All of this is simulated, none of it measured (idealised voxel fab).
Process module name: voxel fin reveal
This is section cut - it's 240 nm across, gridded in 5 nm square cells.
Just so we're on the same page, the cross-sections are grids of square cells, and they're listed out in bands top to bottom, each band one or more rows deep. Basically the band line says how high the top is and how high the bottom is, in nm, and then what's in it from left to right, every material with its width in nm. Empty space shows up as "air", and if a single material carries "edge to edge" it runs the full band edge to edge. Where do heights start? At 0: under that level the wafer as delivered is made of one material only. And the lowest band has no floor; it just carries on downward, as in "from 0 down". The width entry "30 to 40" should be interpreted row by row: the top row of cells in the band takes the first number, the bottom row takes the second number, and the change between adjacent rows is uniform throughout. Basically "no modifications" means that step didn't change any cell in the cross-section. Enclosed voids (no open way to top), threshold 8 cells or more, entry "Enclosed voids", notation width x height at distance, distance from left edge, nm. It should be noted that, on the line of a given step, the content following the step's settings is a remark produced by the simulator itself with respect to that step. overlay nm: mask right of planned place by this much (step with mask). Neg. = left.
# These are the steps we planned for the process
1. RECEIVE, material Si
2. CONFORMAL_DEP, material SiN, thk nm 5
3. DIRECTIONAL_DEP, material aC, thk nm 15
4. PATTERN, tone cover, mask id FINS, material resist, width nm 15, pitch nm 45, thk nm 35, overlay nm 0
5. DIRECTIONAL_ETCH, etch materials aC, depth nm 15
6. STRIP, etch materials resist
7. DIRECTIONAL_ETCH, etch materials SiN, depth nm 5
8. DIRECTIONAL_ETCH, etch materials Si, depth nm 35
9. STRIP, etch materials aC
10. FILL_DEP, material SiO2, thk nm 15
11. CMP, height nm 5
12. SELECTIVE_ETCH, etch materials SiO2, depth nm 30
13. STRIP, etch materials SiN
14. CONFORMAL_DEP, material HfO2, thk nm 5
# Cross-section: wafer on arrival = after step 1
- from 0 down | Si edge to edge
- Enclosed voids: none
# Here's the wafer cut in cross-section after the module, started and planned just like above, except one thing was done wrong in the run
- from 5 to 0 | 70 HfO2, 5 air, 40 HfO2, 5 air, 40 HfO2, 5 air, 75 HfO2
- from 0 to -20 | 65 Si, 5 HfO2, 5 air, 5 HfO2, 30 Si, 5 HfO2, 5 air, 5 HfO2, 30 Si, 5 HfO2, 5 air, 5 HfO2, 70 Si
- from -20 to -25 | 65 Si, 15 HfO2, 30 Si, 15 HfO2, 30 Si, 15 HfO2, 70 Si
- from -25 to -35 | 65 Si, 15 SiO2, 30 Si, 15 SiO2, 30 Si, 15 SiO2, 70 Si
- from -35 down | Si edge to edge
- Enclosed voids: none
Deviation noted in wafer processing: off-plan run, step 4, actual operation and settings PATTERN, tone open, mask id FINS, material resist, width nm 15, pitch nm 45, thk nm 35, overlay nm 0
